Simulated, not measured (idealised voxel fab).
process module | voxel tone inversion
cross-section cut | 240 nm wide | cells 5 nm
A cross-section is a grid of square cells, given in bands from the top down. A band is one or more rows of cells.
Each band's line starts with the height of the band's top and of its bottom, in nm. Then come its materials from left to right, each with its width in nm. One material with "throughout" fills the band from edge to edge. "air" is empty space.
Height 0 is the level under which the wafer as received is all one material. The lowest band goes on downwards, as in "0 down".
A width such as "30 to 40" changes by the same amount from each row of cells to the next, from the band's top row to its bottom row.
"no change" after a step means that no cell of the cross-section changed.
closed voids: empty space of 8 cells or more with no open way to the top, each as width x height at its distance from the left edge, in nm
after a step's settings: what the simulator itself notes on the step
overlay nm, on a step with a mask: how far to the right of its planned place the mask lay; to the left if negative
plan
1 op RECEIVE | material Si
2 op CONFORMAL_DEP | material SiN | thk nm 10
3 op DIRECTIONAL_DEP | material aC | thk nm 15
4 op PATTERN | tone cover | mask id POSTS | material resist | width nm 25 | pitch nm 40 | thk nm 25 | overlay nm 0
5 op DIRECTIONAL_ETCH | etch materials aC | depth nm 15
6 op STRIP | etch materials resist
7 op FILL_DEP | material lowk | thk nm 5
8 op CMP | height nm 15
9 op STRIP | etch materials aC
10 op CONFORMAL_DEP | material TiN | thk nm 5
11 op FILL_DEP | material Cu | thk nm 5
12 op CMP | height nm 25
13 op CONFORMAL_DEP | material SiN | thk nm 5
varied across the wafers: height nm of step 8. The plan shows the first wafer's value. All wafers start alike
first wafer as received, after step 1
  0 down: Si throughout
  closed voids: none
each wafer at the end: cells of each material gained (+) or lost (-) since it was received, then its closed voids
height nm 15 | +57 Cu | +144 SiN | +54 TiN | +33 lowk | closed voids: none
height nm 20 | +18 Cu | +144 SiN | +60 TiN | +66 lowk | closed voids: none
height nm 25 | +18 Cu | +144 SiN | +27 TiN | +99 lowk | closed voids: none
height nm 30 | +144 SiN | +45 aC | +99 lowk | closed voids: none
